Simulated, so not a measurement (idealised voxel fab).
The document below concerns the process module designated voxel local oxidation.
Xsec cut, 240 nm wide, square cell size 5 nm.
Reading order for cross-sections: top band down to bottom band. Underlying form: a grid of square cells. Band size: one or more rows of cells.
Per band: top height and bottom height in nm, followed by the left-to-right materials and their widths in nm; "edge to edge" marks a single material spanning edge to edge, "air" marks empty space.
Convention: height 0 is the level below which the wafer, as received, is all one material. The lowest band does not terminate at the bottom but continues downward, represented as "0 -> down".
The width entry "30->40" should be interpreted row by row: the top row of cells in the band takes the first number, the bottom row takes the second number, and the change between adjacent rows is uniform throughout.
Given "no alterations made" for a step, no cell of the cross-section differs between before and after that step.
You'll see "Closed void listing" listing empty spaces that have no way open to the top, as long as they're 8 cells or more; the notation is width x height at distance, where the distance is from the left edge, and all of it is in nm.
Formally, on a step line, whatever follows the settings is a remark that the simulator itself makes on the step.
The optional step-line setting "overlay nm" applies to steps with a mask and quantifies how far to the right of its planned location the mask lay, a negative value indicating leftward placement.

### The planned process steps are enumerated hereunder
1,RECEIVE,material Si
2,CONFORMAL_DEP,material SiO2,thk nm 5
3,CONFORMAL_DEP,material SiN,thk nm 10
4,DIRECTIONAL_DEP,material aC,thk nm 15
5,PATTERN,tone cover,mask id ACTIVE,material resist,width nm 90,thk nm 35,overlay nm 0
6,DIRECTIONAL_ETCH,etch materials aC,depth nm 15
7,STRIP,etch materials resist
8,DIRECTIONAL_ETCH,etch materials SiN,depth nm 10
9,STRIP,etch materials aC
10,SELECTIVE_ETCH,etch materials SiO2,depth nm 5
11,OXIDIZE,depth nm 15
12,STRIP,etch materials SiN

### Cross-section of the wafer as it came to us, i.e., already through step 1
> 0 -> down | Si edge to edge
> Closed void listing: none

### Cross-sectional image of the first of two wafers at the end of the module, the run having proceeded as planned
> 5 -> 0 | air: 80, SiO2: 80, air: 80
> 0 -> -15 | SiO2: 95, Si: 50, SiO2: 95
> -15 -> down | Si edge to edge
> Closed void listing: none

### End of module, second wafer, cross-section. Started like the first, planned like the first, run with one mistake
> 5 -> 0 | SiO2: 70, air: 100, SiO2: 70
> 0 -> -15 | Si: 55, SiO2: 130, Si: 55
> -15 -> down | Si edge to edge
> Closed void listing: none
what went wrong: not per plan at step 5, really ran PATTERN,tone open,mask id ACTIVE,material resist,width nm 90,thk nm 35,overlay nm 0
Materials where the second wafer ends with more or fewer cells than the first: +36 Si, -24 SiO2
